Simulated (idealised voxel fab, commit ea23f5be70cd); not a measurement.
The name of this process module is voxel tone inversion.
Cross-sectional view cut (width: 230 nm; square cell size: 5 nm).
Cross-section = grid of square cells, listed top down in bands; band = one or more rows. Look at the band entry: it leads with the top's height and the bottom's height in nm. Then it lists the materials left to right, with a width in nm for each. The word "everywhere" on a single material says that material fills the band edge to edge. The word "empty" is empty space. Height is counted from the level 0, under which the received wafer is composed throughout of one material. The lowest of the bands is not closed at the bottom but continues downward, in the notation "from 0 down". Top row gets the first number, bottom row gets the second, and each row in between changes by the same step: that is how a band width like "30->40" works. When a step is marked "nothing altered", none of the cells in the cross-section changed during that step. Closed voids list: empty space of 8 cells or more with no open way to the top, each as width x height at its distance from the left edge, in nm. If you see something after the settings on a step's line, that's the simulator's own remark about that step. The optional step-line setting "overlay nm" applies to steps with a mask and quantifies how far to the right of its planned location the mask lay, a negative value indicating leftward placement.

**Planned process steps**
step 1: RECEIVE (material Si)
step 2: CONFORMAL_DEP (material SiCN; thk nm 5)
step 3: DIRECTIONAL_DEP (material polySi; thk nm 25)
step 4: PATTERN (tone cover; mask id POSTS; material resist; width nm 25; pitch nm 50; thk nm 35; overlay nm 0)
step 5: DIRECTIONAL_ETCH (etch materials polySi; depth nm 25)
step 6: STRIP (etch materials resist)
step 7: FILL_DEP (material lowk; thk nm 5)
step 8: CMP (height nm 30)
step 9: STRIP (etch materials polySi)

**Cross-sectional view of the wafer in its as-received condition, corresponding to the state after step 1**
  from 0 down  Si everywhere
  Closed voids list: none

**Wafer cross-section at end of module: start and plan as shown above, one execution error**
  from 20 to 5  50 of lowk, then 25 of empty, then 25 of lowk, then 25 of empty, then 25 of lowk, then 25 of empty, then 55 of lowk
  from 5 to 0  SiCN everywhere
  from 0 down  Si everywhere
  Closed voids list: none
what went wrong: step 8 was processed under conditions differing from the plan, specifically as CMP (height nm 20)
